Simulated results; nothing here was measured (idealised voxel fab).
The following process module bears the name voxel fin reveal.
Section cut is 185 nm wide and gridded with 5 nm square cells.
We lay out every cross-section as a grid of square cells and spell it out in bands from the top down, where one band means one or more rows of cells. Top height, bottom height, nm. Materials left to right, width each, nm. Single material + "everywhere" = fills band edge to edge. "air" = empty. Heads up on the height convention: 0 is the point under which the incoming wafer is all one material, and the lowest band has no bottom, it just keeps going down, like "0 and below". A two-number width, for instance "30->40", indicates that the width is equal to the first number in the top row of the band and to the second number in the bottom row, and that it changes by a constant amount per row of cells. "changes: none" after a step means that no cell of the cross-section changed. Under "Enclosed void listing" you'll find the enclosed gaps, the ones with no way out to the top, that are 8 cells or bigger; each reads width x height at distance, with distance counted from the left edge, everything in nm. It should be noted that, on the line of a given step, the content following the step's settings is a remark produced by the simulator itself with respect to that step. overlay nm: mask offset rightward from planned place, masked step; negative means leftward offset.
These are the steps we planned for the process:
1,op RECEIVE | material Si
2,op CONFORMAL_DEP | material SiN | thk nm 5
3,op PATTERN | tone cover | mask id FINS | material resist | width nm 15 | pitch nm 40 | thk nm 15 | overlay nm 0
4,op DIRECTIONAL_ETCH | etch materials SiN | depth nm 5
5,op DIRECTIONAL_ETCH | etch materials Si | depth nm 40
6,op STRIP | etch materials resist
7,op OXIDIZE | depth nm 5
8,op FILL_DEP | material SiO2 | thk nm 5
9,op CMP | height nm 5
10,op SELECTIVE_ETCH | etch materials SiO2 | depth nm 35
11,op STRIP | etch materials SiN
The wafers in this document start out alike and differ in the width nm applied at step 3; the plan shows the value used for the first wafer.
The first of several wafers in cross-section, exactly as it reached us after step 1:
- 0 and below | Si everywhere
- Enclosed void listing: none
End of the module, past its last step, step 11: how the first of several wafers looks in cross-section:
- 0 down to -30 | 50 air; 5 Si; 35 air; 5 Si; 35 air; 5 Si; 50 air
- -30 down to -45 | 50 SiO2; 5 Si; 35 SiO2; 5 Si; 35 SiO2; 5 Si; 50 SiO2
- -45 and below | Si everywhere
- Enclosed void listing: none
Here we cross-sectioned the last of the wafers once the module was done:
- 0 down to -30 | 45 air; 15 Si; 25 air; 15 Si; 25 air; 15 Si; 45 air
- -30 down to -45 | 45 SiO2; 15 Si; 25 SiO2; 15 Si; 25 SiO2; 15 Si; 45 SiO2
- -45 and below | Si everywhere
- Enclosed void listing: none
Note: the following table is arranged by wafer, a row apiece. Each row reports the end-of-module state: per material, cells gained (+) or cells lost (-) compared with the wafer as received; closed voids follow:
width nm 15, -306 Si, +102 SiO2, Enclosed void listing: none
width nm 20, -279 Si, +93 SiO2, Enclosed void listing: none
width nm 25, -252 Si, +84 SiO2, Enclosed void listing: none
